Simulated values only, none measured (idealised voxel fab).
The following process module bears the name voxel capacitor over wiring.
We display cut, a cross-section 140 nm in width whose square cells are each 5 nm.
Square cells in a grid make up a cross-section in this document, and the grid is given as bands, listed from the top down, each one or more rows of cells.
For a band, the entry starts with two heights in nm, that of the top and then that of the bottom, and carries on with the band's materials in order from left to right, each alongside its width in nm; the word "edge to edge" beside a single material means it fills the band edge to edge, and "blank" means empty space.
Counting heights begins at 0, where everything beneath is, in the wafer as received, one material. The lowest band has no bottom; it goes on downwards, as "0..down" shows.
Top row gets the first number, bottom row gets the second, and each row in between changes by the same step: that is how a band width like "30->40" works.
"identical to before" after a step means that no cell of the cross-section changed.
"Enclosed voids": empty spaces of 8 cells or more with no open way to the top, each given as width x height at distance, distance from the left edge, all in nm.
Read whatever lies past the settings on a step's line as the simulator's own remark about the step.
Regarding "overlay nm": on a step with a mask, it is the distance the mask lay to the right of its planned place; a negative value places it to the left.
From here on the document is pairs. In a pair, the cross-section before one process step comes with the cross-section after it, and the latter goes no deeper than the lowest band that changed. What lies in between, the step and its settings, is written under the pair. A pair may be from a different run of this module on the same starting wafer than the pair above it, so it continues from that pair only where its entry headed "State before" says so.
State before
	0..down = Si edge to edge
	Enclosed voids: none
After
	10..0 = SiO2 edge to edge
	Note: structure below 0 unchanged.
	Enclosed voids: none
Going from the before section above to the after section, the step was CONFORMAL_DEP: material SiO2, thk nm 10
State before: per the after cross-section of the pair just above.
After
	15..10 = SiN edge to edge
	Note: structure below 10 unchanged.
	Enclosed voids: none
Going from the before section above to the after section, the step was CONFORMAL_DEP: material SiN, thk nm 5
State before: per the after cross-section of the pair just above.
After
	35..15 = lowk edge to edge
	Note: structure below 15 unchanged.
	Enclosed voids: none
Going from the before section above to the after section, the step was DIRECTIONAL_DEP: material lowk, thk nm 20
State before: per the after cross-section of the pair just above.
After
	35..15 = lowk (15); blank (20); lowk (65); blank (20); lowk (20)
	Note: structure below 15 unchanged.
	Enclosed voids: none
Going from the before section above to the after section, the step was MASKED_ETCH: tone open, mask id METAL_1, width nm 20, pitch nm 85, etch materials lowk, depth nm 20, overlay nm 0
State before: per the after cross-section of the pair just above.
After
	35..15 = lowk (15); blank (20); lowk (65); blank (20); lowk (20)
	15..10 = SiN (15); blank (20); SiN (65); blank (20); SiN (20)
	Note: structure below 10 unchanged.
	Enclosed voids: none
Going from the before section above to the after section, the step was MASKED_ETCH: tone open, mask id METAL_1, width nm 20, pitch nm 85, etch materials SiN, depth nm 5, overlay nm 0
State before: per the after cross-section of the pair just above.
After
	40..35 = TiN (20); blank (10); TiN (75); blank (10); TiN (25)
	35..15 = lowk (15); TiN (5); blank (10); TiN (5); lowk (65); TiN (5); blank (10); TiN (5); lowk (20)
	15..10 = SiN (15); TiN (20); SiN (65); TiN (20); SiN (20)
	Note: structure below 10 unchanged.
	Enclosed voids: none
Going from the before section above to the after section, the step was CONFORMAL_DEP: material TiN, thk nm 5
State before: per the after cross-section of the pair just above.
After
	50..40 = Ru edge to edge
	40..35 = TiN (20); Ru (10); TiN (75); Ru (10); TiN (25)
	35..15 = lowk (15); TiN (5); Ru (10); TiN (5); lowk (65); TiN (5); Ru (10); TiN (5); lowk (20)
	Note: structure below 15 unchanged.
	Enclosed voids: none
Going from the before section above to the after section, the step was FILL_DEP: material Ru, thk nm 10
State before: per the after cross-section of the pair just above.
After
	35..15 = lowk (15); TiN (5); Ru (10); TiN (5); lowk (65); TiN (5); Ru (10); TiN (5); lowk (20)
	Note: structure below 15 unchanged.
	Enclosed voids: none
Going from the before section above to the after section, the step was CMP: height nm 35
State before: per the after cross-section of the pair just above.
After
	40..35 = SiCN edge to edge
	Note: structure below 35 unchanged.
	Enclosed voids: none
Going from the before section above to the after section, the step was CONFORMAL_DEP: material SiCN, thk nm 5
State before: per the after cross-section of the pair just above.
After
	50..40 = SiO2 edge to edge
	Note: structure below 40 unchanged.
	Enclosed voids: none
Going from the before section above to the after section, the step was DIRECTIONAL_DEP: material SiO2, thk nm 10
State before: per the after cross-section of the pair just above.
After
	50..40 = SiO2 (20); blank (15); SiO2 (105)
	Note: structure below 40 unchanged.
	Enclosed voids: none
Going from the before section above to the after section, the step was MASKED_ETCH: tone open, mask id PLUG_1, width nm 15, etch materials SiO2, depth nm 10, overlay nm 0
State before: per the after cross-section of the pair just above.
After
	50..40 = SiO2 (20); blank (15); SiO2 (105)
	40..35 = SiCN (20); blank (15); SiCN (105)
	Note: structure below 35 unchanged.
	Enclosed voids: none
Going from the before section above to the after section, the step was MASKED_ETCH: tone open, mask id PLUG_1, width nm 15, etch materials SiCN, depth nm 5, overlay nm 0
State before: per the after cross-section of the pair just above.
After
	50..45 = SiO2 (20); blank (15); SiO2 (105)
	45..40 = SiO2 (20); Ru (15); SiO2 (105)
	40..35 = SiCN (20); Ru (15); SiCN (105)
	Note: structure below 35 unchanged.
	Enclosed voids: none
Going from the before section above to the after section, the step was EPI: material Ru, thk nm 10
State before: per the after cross-section of the pair just above.
After
	50..40 = SiO2 (20); Ru (15); SiO2 (105)
	Note: structure below 40 unchanged.
	Enclosed voids: none
Going from the before section above to the after section, the step was EPI: material Ru, thk nm 5
State before: per the after cross-section of the pair just above.
After
	55..50 = TiN edge to edge
	Note: structure below 50 unchanged.
	Enclosed voids: none
Going from the before section above to the after section, the step was DIRECTIONAL_DEP: material TiN, thk nm 5
State before: per the after cross-section of the pair just above.
After
	60..55 = SiN edge to edge
	Note: structure below 55 unchanged.
	Enclosed voids: none
Going from the before section above to the after section, the step was DIRECTIONAL_DEP: material SiN, thk nm 5
State before: per the after cross-section of the pair just above.
After
	70..60 = TiN edge to edge
	Note: structure below 60 unchanged.
	Enclosed voids: none
Going from the before section above to the after section, the step was DIRECTIONAL_DEP: material TiN, thk nm 10
State before: per the after cross-section of the pair just above.
After
	80..70 = aC edge to edge
	Note: structure below 70 unchanged.
	Enclosed voids: none
Going from the before section above to the after section, the step was DIRECTIONAL_DEP: material aC, thk nm 10
State before: per the after cross-section of the pair just above.
After
	110..80 = blank (20); resist (70); blank (50)
	Note: structure below 80 unchanged.
	Enclosed voids: none
Going from the before section above to the after section, the step was PATTERN: tone cover, mask id UPPER_PLATE, material resist, width nm 70, thk nm 30, overlay nm 0
State before: per the after cross-section of the pair just above.
After
	100..80 = blank (20); resist (70); blank (50)
	80..70 = blank (20); aC (70); blank (50)
	Note: structure below 70 unchanged.
	Enclosed voids: none
Going from the before section above to the after section, the step was DIRECTIONAL_ETCH: etch materials aC, depth nm 10
State before: per the after cross-section of the pair just above.
After
	80..70 = blank (20); aC (70); blank (50)
	Note: structure below 70 unchanged.
	Enclosed voids: none
Going from the before section above to the after section, the step was STRIP: etch materials resist
State before: per the after cross-section of the pair just above.
After
	80..70 = blank (20); aC (70); blank (50)
	70..60 = blank (20); TiN (70); blank (50)
	Note: structure below 60 unchanged.
	Enclosed voids: none
Going from the before section above to the after section, the step was DIRECTIONAL_ETCH: etch materials TiN, depth nm 10
State before: per the after cross-section of the pair just above.
After
	80..70 = blank (20); aC (70); blank (50)
	70..60 = blank (20); TiN (70); blank (50)
	60..55 = blank (20); SiN (70); blank (50)
	Note: structure below 55 unchanged.
	Enclosed voids: none
Going from the before section above to the after section, the step was DIRECTIONAL_ETCH: etch materials SiN, depth nm 5
State before: per the after cross-section of the pair just above.
After
	70..60 = blank (20); TiN (70); blank (50)
	Note: structure below 60 unchanged.
	Enclosed voids: none
Going from the before section above to the after section, the step was STRIP: etch materials aC
State before: per the after cross-section of the pair just above.
After
	85..70 = blank (20); aC (70); blank (50)
	70..60 = aC (20); TiN (70); aC (50)
	60..55 = aC (20); SiN (70); aC (50)
	Note: structure below 55 unchanged.
	Enclosed voids: none
Going from the before section above to the after section, the step was DIRECTIONAL_DEP: material aC, thk nm 15
State before: per the after cross-section of the pair just above.
After
	120..85 = blank (15); resist (80); blank (45)
	85..70 = blank (15); resist (5); aC (70); resist (5); blank (45)
	Note: structure below 70 unchanged.
	Enclosed voids: none
Going from the before section above to the after section, the step was PATTERN: tone cover, mask id LOWER_PLATE, material resist, width nm 80, thk nm 35, overlay nm 0
State before: per the after cross-section of the pair just above.
After
	105..85 = blank (15); resist (80); blank (45)
	85..70 = blank (15); resist (5); aC (70); resist (5); blank (45)
	70..60 = blank (15); aC (5); TiN (70); aC (5); blank (45)
	60..55 = blank (15); aC (5); SiN (70); aC (5); blank (45)
	Note: structure below 55 unchanged.
	Enclosed voids: none
Going from the before section above to the after section, the step was DIRECTIONAL_ETCH: etch materials aC, depth nm 15
State before: per the after cross-section of the pair just above.
After
	85..70 = blank (20); aC (70); blank (50)
	Note: structure below 70 unchanged.
	Enclosed voids: none
Going from the before section above to the after section, the step was STRIP: etch materials resist
State before: per the after cross-section of the pair just above.
After
	85..70 = blank (20); aC (70); blank (50)
	70..60 = blank (15); aC (5); TiN (70); aC (5); blank (45)
	60..55 = blank (15); aC (5); SiN (70); aC (5); blank (45)
	55..50 = blank (15); TiN (80); blank (45)
	Note: structure below 50 unchanged.
	Enclosed voids: none
Going from the before section above to the after section, the step was DIRECTIONAL_ETCH: etch materials TiN, depth nm 5
State before: per the after cross-section of the pair just above.
After
	70..60 = blank (20); TiN (70); blank (50)
	60..55 = blank (20); SiN (70); blank (50)
	Note: structure below 55 unchanged.
	Enclosed voids: none
Going from the before section above to the after section, the step was STRIP: etch materials aC
State before: per the after cross-section of the pair just above.
After
	85..70 = SiO2 edge to edge
	70..60 = SiO2 (20); TiN (70); SiO2 (50)
	60..55 = SiO2 (20); SiN (70); SiO2 (50)
	55..50 = SiO2 (15); TiN (80); SiO2 (45)
	Note: structure below 50 unchanged.
	Enclosed voids: none
Going from the before section above to the after section, the step was FILL_DEP: material SiO2, thk nm 15
State before: per the after cross-section of the pair just above.
After
	80..70 = SiO2 edge to edge
	Note: structure below 70 unchanged.
	Enclosed voids: none
Going from the before section above to the after section, the step was CMP: height nm 80
State before: per the after cross-section of the pair just above.
After
	95..80 = resist (30); blank (15); resist (95)
	Note: structure below 80 unchanged.
	Enclosed voids: none
Going from the before section above to the after section, the step was PATTERN: tone open, mask id PLUG_2, material resist, width nm 15, thk nm 15, overlay nm 0
State before: per the after cross-section of the pair just above.
After
	95..80 = resist (30); blank (15); resist (95)
	80..70 = SiO2 (30); blank (15); SiO2 (95)
	Note: structure below 70 unchanged.
	Enclosed voids: none
Going from the before section above to the after section, the step was DIRECTIONAL_ETCH: etch materials SiO2, depth nm 10
State before: per the after cross-section of the pair just above.
After
	80..70 = SiO2 (30); blank (15); SiO2 (95)
	Note: structure below 70 unchanged.
	Enclosed voids: none
Going from the before section above to the after section, the step was STRIP: etch materials resist
State before: per the after cross-section of the pair just above.
After
	85..80 = TiN (35); blank (5); TiN (100)
	80..75 = SiO2 (30); TiN (5); blank (5); TiN (5); SiO2 (95)
	75..70 = SiO2 (30); TiN (15); SiO2 (95)
	Note: structure below 70 unchanged.
	Enclosed voids: none
Going from the before section above to the after section, the step was CONFORMAL_DEP: material TiN, thk nm 5
State before: per the after cross-section of the pair just above.
After
	95..85 = Cu edge to edge
	85..80 = TiN (35); Cu (5); TiN (100)
	80..75 = SiO2 (30); TiN (5); Cu (5); TiN (5); SiO2 (95)
	Note: structure below 75 unchanged.
	Enclosed voids: none
Going from the before section above to the after section, the step was FILL_DEP: material Cu, thk nm 10
State before: per the after cross-section of the pair just above.
After
	80..75 = SiO2 (30); TiN (5); Cu (5); TiN (5); SiO2 (95)
	Note: structure below 75 unchanged.
	Enclosed voids: none
Going from the before section above to the after section, the step was CMP: height nm 80
State before: per the after cross-section of the pair just above.
After
	85..80 = SiN edge to edge
	Note: structure below 80 unchanged.
	Enclosed voids: none
Going from the before section above to the after section, the step was CONFORMAL_DEP: material SiN, thk nm 5
State before
	55..50 = TiN edge to edge
	50..40 = SiO2 (20); Ru (15); SiO2 (105)
	40..35 = SiCN (20); Ru (15); SiCN (105)
	35..15 = lowk (15); TiN (5); Ru (10); TiN (5); lowk (65); TiN (5); Ru (10); TiN (5); lowk (20)
	15..10 = SiN (15); TiN (20); SiN (65); TiN (20); SiN (20)
	10..0 = SiO2 edge to edge
	0..down = Si edge to edge
	Enclosed voids: none
After
	65..50 = TiN edge to edge
	Note: structure below 50 unchanged.
	Enclosed voids: none
Going from the before section above to the after section, the step was DIRECTIONAL_DEP: material TiN, thk nm 10
State before: per the after cross-section of the pair just above.
After
	75..65 = aC edge to edge
	Note: structure below 65 unchanged.
	Enclosed voids: none
Going from the before section above to the after section, the step was DIRECTIONAL_DEP: material aC, thk nm 10
State before: per the after cross-section of the pair just above.
After
	105..75 = blank (20); resist (70); blank (50)
	Note: structure below 75 unchanged.
	Enclosed voids: none
Going from the before section above to the after section, the step was PATTERN: tone cover, mask id UPPER_PLATE, material resist, width nm 70, thk nm 30, overlay nm 0
State before: per the after cross-section of the pair just above.
After
	95..75 = blank (20); resist (70); blank (50)
	75..65 = blank (20); aC (70); blank (50)
	Note: structure below 65 unchanged.
	Enclosed voids: none
Going from the before section above to the after section, the step was DIRECTIONAL_ETCH: etch materials aC, depth nm 10
State before: per the after cross-section of the pair just above.
After
	75..65 = blank (20); aC (70); blank (50)
	Note: structure below 65 unchanged.
	Enclosed voids: none
Going from the before section above to the after section, the step was STRIP: etch materials resist
State before: per the after cross-section of the pair just above.
After
	75..65 = blank (20); aC (70); blank (50)
	65..55 = blank (20); TiN (70); blank (50)
	Note: structure below 55 unchanged.
	Enclosed voids: none
Going from the before section above to the after section, the step was DIRECTIONAL_ETCH: etch materials TiN, depth nm 10
State before: per the after cross-section of the pair just above.
After
	65..55 = blank (20); TiN (70); blank (50)
	Note: structure below 55 unchanged.
	Enclosed voids: none
Going from the before section above to the after section, the step was STRIP: etch materials aC
State before: per the after cross-section of the pair just above.
After
	80..70 = blank (20); aC (70); blank (50)
	70..65 = aC edge to edge
	65..55 = aC (20); TiN (70); aC (50)
	Note: structure below 55 unchanged.
	Enclosed voids: none
Going from the before section above to the after section, the step was DIRECTIONAL_DEP: material aC, thk nm 15
State before: per the after cross-section of the pair just above.
After
	115..80 = blank (15); resist (80); blank (45)
	80..70 = blank (15); resist (5); aC (70); resist (5); blank (45)
	Note: structure below 70 unchanged.
	Enclosed voids: none
Going from the before section above to the after section, the step was PATTERN: tone cover, mask id LOWER_PLATE, material resist, width nm 80, thk nm 35, overlay nm 0
State before: per the after cross-section of the pair just above.
After
	100..80 = blank (15); resist (80); blank (45)
	80..70 = blank (15); resist (5); aC (70); resist (5); blank (45)
	70..65 = blank (15); aC (80); blank (45)
	65..55 = blank (15); aC (5); TiN (70); aC (5); blank (45)
	Note: structure below 55 unchanged.
	Enclosed voids: none
Going from the before section above to the after section, the step was DIRECTIONAL_ETCH: etch materials aC, depth nm 15
State before: per the after cross-section of the pair just above.
After
	80..70 = blank (20); aC (70); blank (50)
	Note: structure below 70 unchanged.
	Enclosed voids: none
Going from the before section above to the after section, the step was STRIP: etch materials resist
State before: per the after cross-section of the pair just above.
After
	80..70 = blank (20); aC (70); blank (50)
	70..65 = blank (15); aC (80); blank (45)
	65..55 = blank (15); aC (5); TiN (70); aC (5); blank (45)
	55..50 = blank (15); TiN (80); blank (45)
	Note: structure below 50 unchanged.
	Enclosed voids: none
Going from the before section above to the after section, the step was DIRECTIONAL_ETCH: etch materials TiN, depth nm 5
State before: per the after cross-section of the pair just above.
After
	65..55 = blank (20); TiN (70); blank (50)
	Note: structure below 55 unchanged.
	Enclosed voids: none
Going from the before section above to the after section, the step was STRIP: etch materials aC
State before: per the after cross-section of the pair just above.
After
	80..65 = SiO2 edge to edge
	65..55 = SiO2 (20); TiN (70); SiO2 (50)
	55..50 = SiO2 (15); TiN (80); SiO2 (45)
	Note: structure below 50 unchanged.
	Enclosed voids: none
Going from the before section above to the after section, the step was FILL_DEP: material SiO2, thk nm 15
State before: per the after cross-section of the pair just above.
After
	95..80 = resist (30); blank (15); resist (95)
	Note: structure below 80 unchanged.
	Enclosed voids: none
Going from the before section above to the after section, the step was PATTERN: tone open, mask id PLUG_2, material resist, width nm 15, thk nm 15, overlay nm 0
State before: per the after cross-section of the pair just above.
After
	95..80 = resist (30); blank (15); resist (95)
	80..70 = SiO2 (30); blank (15); SiO2 (95)
	Note: structure below 70 unchanged.
	Enclosed voids: none
Going from the before section above to the after section, the step was DIRECTIONAL_ETCH: etch materials SiO2, depth nm 10
State before: per the after cross-section of the pair just above.
After
	80..70 = SiO2 (30); blank (15); SiO2 (95)
	Note: structure below 70 unchanged.
	Enclosed voids: none
Going from the before section above to the after section, the step was STRIP: etch materials resist
State before: per the after cross-section of the pair just above.
After
	85..80 = TiN (35); blank (5); TiN (100)
	80..75 = SiO2 (30); TiN (5); blank (5); TiN (5); SiO2 (95)
	75..70 = SiO2 (30); TiN (15); SiO2 (95)
	Note: structure below 70 unchanged.
	Enclosed voids: none
Going from the before section above to the after section, the step was CONFORMAL_DEP: material TiN, thk nm 5
State before: per the after cross-section of the pair just above.
After
	95..85 = Cu edge to edge
	85..80 = TiN (35); Cu (5); TiN (100)
	80..75 = SiO2 (30); TiN (5); Cu (5); TiN (5); SiO2 (95)
	Note: structure below 75 unchanged.
	Enclosed voids: none
Going from the before section above to the after section, the step was FILL_DEP: material Cu, thk nm 10
State before: per the after cross-section of the pair just above.
After
	80..75 = SiO2 (30); TiN (5); Cu (5); TiN (5); SiO2 (95)
	Note: structure below 75 unchanged.
	Enclosed voids: none
Going from the before section above to the after section, the step was CMP: height nm 80
State before: per the after cross-section of the pair just above.
After
	85..80 = SiN edge to edge
	Note: structure below 80 unchanged.
	Enclosed voids: none
Going from the before section above to the after section, the step was CONFORMAL_DEP: material SiN, thk nm 5
State before
	50..45 = SiO2 (20); blank (15); SiO2 (105)
	45..40 = SiO2 (20); Ru (15); SiO2 (105)
	40..35 = SiCN (20); Ru (15); SiCN (105)
	35..15 = lowk (15); TiN (5); Ru (10); TiN (5); lowk (65); TiN (5); Ru (10); TiN (5); lowk (20)
	15..10 = SiN (15); TiN (20); SiN (65); TiN (20); SiN (20)
	10..0 = SiO2 edge to edge
	0..down = Si edge to edge
	Enclosed voids: none
After
	55..50 = blank (15); Ru (25); blank (100)
	50..40 = SiO2 (20); Ru (15); SiO2 (105)
	Note: structure below 40 unchanged.
	Enclosed voids: none
Going from the before section above to the after section, the step was EPI: material Ru, thk nm 10
State before: per the after cross-section of the pair just above.
After
	60..50 = blank (10); Ru (35); blank (95)
	Note: structure below 50 unchanged.
	Enclosed voids: none
Going from the before section above to the after section, the step was EPI: material Ru, thk nm 5
State before: per the after cross-section of the pair just above.
After
	65..60 = blank (10); TiN (35); blank (95)
	60..55 = blank (10); Ru (35); blank (95)
	55..50 = TiN (10); Ru (35); TiN (95)
	Note: structure below 50 unchanged.
	Enclosed voids: none
Going from the before section above to the after section, the step was DIRECTIONAL_DEP: material TiN, thk nm 5
State before: per the after cross-section of the pair just above.
After
	70..65 = blank (10); SiN (35); blank (95)
	65..60 = blank (10); TiN (35); blank (95)
	60..55 = SiN (10); Ru (35); SiN (95)
	Note: structure below 55 unchanged.
	Enclosed voids: none
Going from the before section above to the after section, the step was DIRECTIONAL_DEP: material SiN, thk nm 5
State before: per the after cross-section of the pair just above.
After
	80..70 = blank (10); TiN (35); blank (95)
	70..65 = TiN (10); SiN (35); TiN (95)
	65..60 = TiN edge to edge
	Note: structure below 60 unchanged.
	Enclosed voids: none
Going from the before section above to the after section, the step was DIRECTIONAL_DEP: material TiN, thk nm 10
State before: per the after cross-section of the pair just above.
After
	90..80 = blank (10); aC (35); blank (95)
	80..70 = aC (10); TiN (35); aC (95)
	Note: structure below 70 unchanged.
	Enclosed voids: none
Going from the before section above to the after section, the step was DIRECTIONAL_DEP: material aC, thk nm 10
State before: per the after cross-section of the pair just above.
After
	120..90 = blank (20); resist (70); blank (50)
	90..80 = blank (10); aC (35); resist (45); blank (50)
	Note: structure below 80 unchanged.
	Enclosed voids: none
Going from the before section above to the after section, the step was PATTERN: tone cover, mask id UPPER_PLATE, material resist, width nm 70, thk nm 30, overlay nm 0
State before: per the after cross-section of the pair just above.
After
	110..90 = blank (20); resist (70); blank (50)
	90..80 = blank (20); aC (25); resist (45); blank (50)
	80..70 = blank (10); TiN (35); aC (45); blank (50)
	Note: structure below 70 unchanged.
	Enclosed voids: none
Going from the before section above to the after section, the step was DIRECTIONAL_ETCH: etch materials aC, depth nm 10
State before: per the after cross-section of the pair just above.
After
	90..80 = blank (20); aC (25); blank (95)
	Note: structure below 80 unchanged.
	Enclosed voids: none
Going from the before section above to the after section, the step was STRIP: etch materials resist
State before: per the after cross-section of the pair just above.
After
	90..80 = blank (20); aC (25); blank (95)
	80..70 = blank (20); TiN (25); aC (45); blank (50)
	70..65 = blank (10); SiN (35); TiN (45); blank (50)
	65..60 = blank (10); TiN (80); blank (50)
	Note: structure below 60 unchanged.
	Enclosed voids: none
Going from the before section above to the after section, the step was DIRECTIONAL_ETCH: etch materials TiN, depth nm 10
State before: per the after cross-section of the pair just above.
After
	90..80 = blank (20); aC (25); blank (95)
	80..70 = blank (20); TiN (25); aC (45); blank (50)
	70..65 = blank (20); SiN (25); TiN (45); blank (50)
	65..60 = blank (10); TiN (80); blank (50)
	60..55 = blank (10); Ru (35); SiN (45); blank (50)
	Note: structure below 55 unchanged.
	Enclosed voids: none
Going from the before section above to the after section, the step was DIRECTIONAL_ETCH: etch materials SiN, depth nm 5
State before: per the after cross-section of the pair just above.
After
	80..70 = blank (20); TiN (25); blank (95)
	Note: structure below 70 unchanged.
	Enclosed voids: none
Going from the before section above to the after section, the step was STRIP: etch materials aC
State before: per the after cross-section of the pair just above.
After
	95..85 = blank (20); aC (25); blank (95)
	85..80 = blank (20); aC (70); blank (50)
	80..70 = blank (10); aC (10); TiN (25); aC (45); blank (50)
	70..65 = aC (20); SiN (25); TiN (45); aC (50)
	65..60 = aC (10); TiN (80); aC (50)
	60..55 = aC (10); Ru (35); SiN (45); aC (50)
	Note: structure below 55 unchanged.
	Enclosed voids: none
Going from the before section above to the after section, the step was DIRECTIONAL_DEP: material aC, thk nm 15
State before: per the after cross-section of the pair just above.
After
	130..95 = blank (15); resist (80); blank (45)
	95..85 = blank (15); resist (5); aC (25); resist (50); blank (45)
	85..80 = blank (15); resist (5); aC (70); resist (5); blank (45)
	80..70 = blank (10); aC (10); TiN (25); aC (45); resist (5); blank (45)
	Note: structure below 70 unchanged.
	Enclosed voids: none
Going from the before section above to the after section, the step was PATTERN: tone cover, mask id LOWER_PLATE, material resist, width nm 80, thk nm 35, overlay nm 0
State before: per the after cross-section of the pair just above.
After
	115..95 = blank (15); resist (80); blank (45)
	95..85 = blank (15); resist (5); aC (25); resist (50); blank (45)
	85..80 = blank (15); resist (5); aC (70); resist (5); blank (45)
	80..70 = blank (15); aC (5); TiN (25); aC (45); resist (5); blank (45)
	70..65 = blank (15); aC (5); SiN (25); TiN (45); aC (5); blank (45)
	65..60 = blank (10); TiN (80); aC (5); blank (45)
	60..55 = blank (10); Ru (35); SiN (45); aC (5); blank (45)
	Note: structure below 55 unchanged.
	Enclosed voids: none
Going from the before section above to the after section, the step was DIRECTIONAL_ETCH: etch materials aC, depth nm 15
State before: per the after cross-section of the pair just above.
After
	95..85 = blank (20); aC (25); blank (95)
	85..80 = blank (20); aC (70); blank (50)
	80..70 = blank (15); aC (5); TiN (25); aC (45); blank (50)
	Note: structure below 70 unchanged.
	Enclosed voids: none
Going from the before section above to the after section, the step was STRIP: etch materials resist
State before: per the after cross-section of the pair just above.
After
	95..85 = blank (20); aC (25); blank (95)
	85..80 = blank (20); aC (70); blank (50)
	80..70 = blank (15); aC (5); TiN (25); aC (45); blank (50)
	70..65 = blank (15); aC (5); SiN (25); TiN (45); aC (5); blank (45)
	65..60 = blank (15); TiN (75); aC (5); blank (45)
	60..55 = blank (10); Ru (35); SiN (45); aC (5); blank (45)
	55..50 = blank (10); Ru (35); TiN (50); blank (45)
	Note: structure below 50 unchanged.
	Enclosed voids: none
Going from the before section above to the after section, the step was DIRECTIONAL_ETCH: etch materials TiN, depth nm 5
State before: per the after cross-section of the pair just above.
After
	80..70 = blank (20); TiN (25); blank (95)
	70..65 = blank (20); SiN (25); TiN (45); blank (50)
	65..60 = blank (15); TiN (75); blank (50)
	60..55 = blank (10); Ru (35); SiN (45); blank (50)
	Note: structure below 55 unchanged.
	Enclosed voids: none
Going from the before section above to the after section, the step was STRIP: etch materials aC
State before: per the after cross-section of the pair just above.
After
	95..80 = SiO2 edge to edge
	80..70 = SiO2 (20); TiN (25); SiO2 (95)
	70..65 = SiO2 (20); SiN (25); TiN (45); SiO2 (50)
	65..60 = SiO2 (15); TiN (75); SiO2 (50)
	60..55 = SiO2 (10); Ru (35); SiN (45); SiO2 (50)
	55..50 = SiO2 (10); Ru (35); TiN (50); SiO2 (45)
	Note: structure below 50 unchanged.
	Enclosed voids: none
Going from the before section above to the after section, the step was FILL_DEP: material SiO2, thk nm 15
State before: per the after cross-section of the pair just above.
After
	80..70 = SiO2 (20); TiN (25); SiO2 (95)
	Note: structure below 70 unchanged.
	Enclosed voids: none
Going from the before section above to the after section, the step was CMP: height nm 80
State before: per the after cross-section of the pair just above.
After
	95..80 = resist (30); blank (15); resist (95)
	Note: structure below 80 unchanged.
	Enclosed voids: none
Going from the before section above to the after section, the step was PATTERN: tone open, mask id PLUG_2, material resist, width nm 15, thk nm 15, overlay nm 0
State before: per the after cross-section of the pair just above.
After
	80..70 = SiO2 (20); TiN (25); SiO2 (95)
	Note: structure below 70 unchanged.
	Enclosed voids: none
Going from the before section above to the after section, the step was STRIP: etch materials resist
State before: per the after cross-section of the pair just above.
After
	85..80 = TiN edge to edge
	Note: structure below 80 unchanged.
	Enclosed voids: none
Going from the before section above to the after section, the step was CONFORMAL_DEP: material TiN, thk nm 5
State before: per the after cross-section of the pair just above.
After
	95..85 = Cu edge to edge
	Note: structure below 85 unchanged.
	Enclosed voids: none
Going from the before section above to the after section, the step was FILL_DEP: material Cu, thk nm 10
State before: per the after cross-section of the pair just above.
After
	80..70 = SiO2 (20); TiN (25); SiO2 (95)
	Note: structure below 70 unchanged.
	Enclosed voids: none
Going from the before section above to the after section, the step was CMP: height nm 80
State before: per the after cross-section of the pair just above.
After
	85..80 = SiN edge to edge
	Note: structure below 80 unchanged.
	Enclosed voids: none
Going from the before section above to the after section, the step was CONFORMAL_DEP: material SiN, thk nm 5
State before
	0..down = Si edge to edge
	Enclosed voids: none
After
	5..0 = SiN edge to edge
	Note: structure below 0 unchanged.
	Enclosed voids: none
Going from the before section above to the after section, the step was CONFORMAL_DEP: material SiN, thk nm 5
State before: per the after cross-section of the pair just above.
After
	15..5 = SiO2 edge to edge
	Note: structure below 5 unchanged.
	Enclosed voids: none
Going from the before section above to the after section, the step was CONFORMAL_DEP: material SiO2, thk nm 10
State before: per the after cross-section of the pair just above.
After
	35..15 = lowk edge to edge
	Note: structure below 15 unchanged.
	Enclosed voids: none
Going from the before section above to the after section, the step was DIRECTIONAL_DEP: material lowk, thk nm 20
State before: per the after cross-section of the pair just above.
After
	35..15 = lowk (15); blank (20); lowk (65); blank (20); lowk (20)
	Note: structure below 15 unchanged.
	Enclosed voids: none
Going from the before section above to the after section, the step was MASKED_ETCH: tone open, mask id METAL_1, width nm 20, pitch nm 85, etch materials lowk, depth nm 20, overlay nm 0
State before: per the after cross-section of the pair just above.
After
	40..35 = TiN (20); blank (10); TiN (75); blank (10); TiN (25)
	35..20 = lowk (15); TiN (5); blank (10); TiN (5); lowk (65); TiN (5); blank (10); TiN (5); lowk (20)
	20..15 = lowk (15); TiN (20); lowk (65); TiN (20); lowk (20)
	Note: structure below 15 unchanged.
	Enclosed voids: none
Going from the before section above to the after section, the step was CONFORMAL_DEP: material TiN, thk nm 5
State before: per the after cross-section of the pair just above.
After
	50..40 = Ru edge to edge
	40..35 = TiN (20); Ru (10); TiN (75); Ru (10); TiN (25)
	35..20 = lowk (15); TiN (5); Ru (10); TiN (5); lowk (65); TiN (5); Ru (10); TiN (5); lowk (20)
	Note: structure below 20 unchanged.
	Enclosed voids: none
Going from the before section above to the after section, the step was FILL_DEP: material Ru, thk nm 10
State before: per the after cross-section of the pair just above.
After
	35..20 = lowk (15); TiN (5); Ru (10); TiN (5); lowk (65); TiN (5); Ru (10); TiN (5); lowk (20)
	Note: structure below 20 unchanged.
	Enclosed voids: none
Going from the before section above to the after section, the step was CMP: height nm 35
State before: per the after cross-section of the pair just above.
After
	40..35 = SiCN edge to edge
	Note: structure below 35 unchanged.
	Enclosed voids: none
Going from the before section above to the after section, the step was CONFORMAL_DEP: material SiCN, thk nm 5
State before: per the after cross-section of the pair just above.
After
	50..40 = SiO2 edge to edge
	Note: structure below 40 unchanged.
	Enclosed voids: none
Going from the before section above to the after section, the step was DIRECTIONAL_DEP: material SiO2, thk nm 10
State before: per the after cross-section of the pair just above.
After
	50..40 = SiO2 (20); blank (15); SiO2 (105)
	Note: structure below 40 unchanged.
	Enclosed voids: none
Going from the before section above to the after section, the step was MASKED_ETCH: tone open, mask id PLUG_1, width nm 15, etch materials SiO2, depth nm 10, overlay nm 0
State before: per the after cross-section of the pair just above.
After
	50..40 = SiO2 (20); blank (15); SiO2 (105)
	40..35 = SiCN (20); blank (15); SiCN (105)
	Note: structure below 35 unchanged.
	Enclosed voids: none
Going from the before section above to the after section, the step was MASKED_ETCH: tone open, mask id PLUG_1, width nm 15, etch materials SiCN, depth nm 5, overlay nm 0
State before: per the after cross-section of the pair just above.
After
	50..45 = SiO2 (20); blank (15); SiO2 (105)
	45..40 = SiO2 (20); Ru (15); SiO2 (105)
	40..35 = SiCN (20); Ru (15); SiCN (105)
	Note: structure below 35 unchanged.
	Enclosed voids: none
Going from the before section above to the after section, the step was EPI: material Ru, thk nm 10
State before: per the after cross-section of the pair just above.
After
	50..40 = SiO2 (20); Ru (15); SiO2 (105)
	Note: structure below 40 unchanged.
	Enclosed voids: none
Going from the before section above to the after section, the step was EPI: material Ru, thk nm 5
State before: per the after cross-section of the pair just above.
After
	55..50 = TiN edge to edge
	Note: structure below 50 unchanged.
	Enclosed voids: none
Going from the before section above to the after section, the step was DIRECTIONAL_DEP: material TiN, thk nm 5
